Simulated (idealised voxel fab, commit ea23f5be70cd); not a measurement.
This section sets out a process module, namely voxel wiring stack.
Xsec cut, 190 nm wide, square cell size 5 nm.
If you're reading a cross-section in this doc, picture square cells in a grid; it comes to you as bands, top ones listed first down to the bottom, and a band can be one or more rows of cells.
The band entry comprises the height of the band's top followed by the height of its bottom, expressed in nm, and subsequently the band's materials from left to right, each stated together with its width in nm. Where a single material is marked with the word "full width", that material fills the band from edge to edge. The word "empty" represents empty space.
It should be noted that heights are counted from 0, beneath which the wafer as supplied is of one material throughout, and that the lowest band possesses no lower boundary but continues downward, as written in "0 down".
Quick explanation for "30..40": the width changes in equal steps down the rows of cells, from the first number in the band's top row to the second number in its bottom row.
A step reported as "everything unchanged" is a step in which no cell of the cross-section changed.
Closed-off voids of 8+ cells (no open route to the top) go in "Unvented voids", written width x height at distance from the left edge, in nm.
Formally, on a step line, whatever follows the settings is a remark that the simulator itself makes on the step.
You can add "overlay nm" to a step's line. For a step with a mask, it describes how far the mask lay to the right of its planned position, and a negative number describes a lay to the left.
THIS SECTION LISTS THE PROCESS STEPS THAT WERE PLANNED
step 1: RECEIVE with material Si
step 2: CONFORMAL_DEP with material SiO2, thk nm 15
step 3: CONFORMAL_DEP with material SiCN, thk nm 5
step 4: DIRECTIONAL_DEP with material lowk, thk nm 15
step 5: DIRECTIONAL_DEP with material aC, thk nm 15
step 6: PATTERN with tone open, mask id METAL_1, material resist, width nm 20, pitch nm 35, thk nm 35, overlay nm 0
step 7: DIRECTIONAL_ETCH with etch materials aC, depth nm 15
step 8: STRIP with etch materials resist
step 9: DIRECTIONAL_ETCH with etch materials lowk, depth nm 15
step 10: DIRECTIONAL_ETCH with etch materials SiCN, depth nm 5
step 11: STRIP with etch materials aC
step 12: CONFORMAL_DEP with material TiN, thk nm 5
step 13: FILL_DEP with material W, thk nm 5
step 14: CMP with height nm 35
step 15: CONFORMAL_DEP with material SiCN, thk nm 5
step 16: DIRECTIONAL_DEP with material lowk, thk nm 15
step 17: PATTERN with tone open, mask id PLUG_1, material resist, width nm 15, pitch nm 35, thk nm 15, overlay nm 0
step 18: DIRECTIONAL_ETCH with etch materials lowk, depth nm 15
step 19: DIRECTIONAL_ETCH with etch materials SiCN, depth nm 5
step 20: STRIP with etch materials resist
step 21: EPI with material Ru, thk nm 10
step 22: EPI with material Ru, thk nm 10
step 23: DIRECTIONAL_DEP with material TiN, thk nm 5
step 24: DIRECTIONAL_DEP with material Ru, thk nm 15
step 25: MASKED_ETCH with tone cover, mask id METAL_2, width nm 20, pitch nm 35, etch materials Ru, depth nm 15, overlay nm 0
step 26: MASKED_ETCH with tone cover, mask id METAL_2, width nm 20, pitch nm 35, etch materials TiN, depth nm 5, overlay nm 0
step 27: CONFORMAL_DEP with material SiCN, thk nm 5
step 28: FILL_DEP with material lowk, thk nm 5
step 29: CMP with height nm 75
step 30: CONFORMAL_DEP with material SiCN, thk nm 5
step 31: DIRECTIONAL_DEP with material lowk, thk nm 30
step 32: PATTERN with tone open, mask id METAL_3_HOLES, material resist, width nm 15, pitch nm 35, thk nm 15, overlay nm 0
step 33: DIRECTIONAL_ETCH with etch materials lowk, depth nm 30
step 34: STRIP with etch materials resist
step 35: DIRECTIONAL_DEP with material aC, thk nm 15
step 36: PATTERN with tone open, mask id METAL_3, material resist, width nm 20, pitch nm 35, thk nm 35, overlay nm 0
step 37: DIRECTIONAL_ETCH with etch materials aC, depth nm 15
step 38: STRIP with etch materials resist
step 39: DIRECTIONAL_ETCH with etch materials lowk, depth nm 15
step 40: DIRECTIONAL_ETCH with etch materials SiCN, depth nm 5
step 41: STRIP with etch materials aC
step 42: CONFORMAL_DEP with material TiN, thk nm 5
step 43: FILL_DEP with material Ru, thk nm 10
step 44: CMP with height nm 110
step 45: CONFORMAL_DEP with material SiCN, thk nm 5
CROSS-SECTIONAL VIEW OF THE WAFER IN ITS AS-RECEIVED CONDITION, CORRESPONDING TO THE STATE AFTER STEP 1
> 0 down | Si full width
> Unvented voids: none
END STATE OF THE MODULE IN CROSS-SECTION, GIVEN THE ABOVE STARTING POINT AND PLAN AND ONE MISTAKE IN EXECUTION
> 115 to 110 | SiCN full width
> 110 to 100 | lowk 65; TiN 5; Ru 10; TiN 5; lowk 15; TiN 5; Ru 10; TiN 5; lowk 70
> 100 to 95 | lowk 65; TiN 5; Ru 5; TiN 10; lowk 15; TiN 5; Ru 5; TiN 10; lowk 70
> 95 to 80 | lowk 65; TiN 5; Ru 5; TiN 5; lowk 20; TiN 5; Ru 5; TiN 5; lowk 75
> 80 to 75 | SiCN 65; TiN 15; SiCN 20; TiN 15; SiCN 75
> 75 to 60 | lowk 60; SiCN 5; Ru 20; SiCN 5; lowk 5; SiCN 5; Ru 20; SiCN 5; lowk 65
> 60 to 55 | lowk 60; SiCN 5; TiN 20; SiCN 15; TiN 20; SiCN 25; lowk 45
> 55 to 40 | lowk 60; SiCN 5; lowk 15; Ru 20; lowk 15; Ru 25; SiCN 5; lowk 45
> 40 to 35 | SiCN 80; Ru 20; SiCN 15; Ru 25; SiCN 50
> 35 to 20 | lowk 65; TiN 5; W 10; TiN 5; lowk 15; TiN 5; W 10; TiN 5; lowk 70
> 20 to 15 | SiCN 65; TiN 20; SiCN 15; TiN 20; SiCN 70
> 15 to 0 | SiO2 full width
> 0 down | Si full width
> Unvented voids: none
Finding, execution versus plan: step 17 went in with a setting other than planned; the actual run was PATTERN with tone cover, mask id PLUG_1, material resist, width nm 15, pitch nm 35, thk nm 15, overlay nm 0
